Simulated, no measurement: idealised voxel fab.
Module name: voxel quadruple lines (process module)
Section cut is 185 nm wide and gridded with 5 nm square cells.
If you're reading a cross-section in this doc, picture square cells in a grid; it comes to you as bands, top ones listed first down to the bottom, and a band can be one or more rows of cells. Look at the band entry: it leads with the top's height and the bottom's height in nm. Then it lists the materials left to right, with a width in nm for each. The word "everywhere" on a single material says that material fills the band edge to edge. The word "empty" is empty space. We count height from 0. Below that, the starting wafer is all one material. The lowest band never ends at the bottom but goes on down; see "0 nm and below" for how that is written. The two numbers in a width such as "30..40" mark its ends across the band: the first belongs to the top row of cells, the second to the bottom row, and from each row to the next the width moves by the same amount. When a step is marked "nothing different", none of the cells in the cross-section changed during that step. In "Enclosed cavity list" the enclosed voids are listed, meaning empty spaces of 8 cells or larger without any opening to the top. The form is width x height at distance, distance from the left edge, units nm. Heads up: the bit after the settings on a step's line is the simulator's remark on that step. Each step line may optionally specify "overlay nm", which for a step with a mask gives the rightward distance between the mask's planned place and where it lay, a negative value indicating the leftward direction.
# Here's what the planned process steps look like
step 1: op RECEIVE | material Si
step 2: op CONFORMAL_DEP | material SiO2 | thk nm 10
step 3: op DIRECTIONAL_DEP | material W | thk nm 10
step 4: op DIRECTIONAL_DEP | material polySi | thk nm 20
step 5: op DIRECTIONAL_DEP | material aC | thk nm 20
step 6: op PATTERN | tone cover | mask id MANDREL | material resist | width nm 35 | thk nm 30 | overlay nm 0
step 7: op DIRECTIONAL_ETCH | etch materials aC | depth nm 20
step 8: op STRIP | etch materials resist
step 9: op CONFORMAL_DEP | material SiO2 | thk nm 15
step 10: op DIRECTIONAL_ETCH | etch materials SiO2 | depth nm 15
step 11: op STRIP | etch materials aC
step 12: op DIRECTIONAL_ETCH | etch materials polySi | depth nm 20
step 13: op STRIP | etch materials SiO2
step 14: op CONFORMAL_DEP | material SiCN | thk nm 10
step 15: op DIRECTIONAL_ETCH | etch materials SiCN | depth nm 10
step 16: op STRIP | etch materials polySi
step 17: op DIRECTIONAL_ETCH | etch materials W | depth nm 10
step 18: op STRIP | etch materials SiCN
step 19: op FILL_DEP | material SiO2 | thk nm 10
step 20: op CMP | height nm 20
# Step 1 complete: cross-section of the wafer as received
0 nm and below = Si everywhere
Enclosed cavity list: none
# Starting wafer: above. Plan: above. Run: one mistake. Cross-section after the module: below
20 nm to 10 nm = 65 nm SiO2, 55 nm W, 65 nm SiO2
10 nm to 0 nm = SiO2 everywhere
0 nm and below = Si everywhere
Enclosed cavity list: none
What broke from the plan during processing? contrary to plan, step 11 was performed as op STRIP | etch materials SiO2
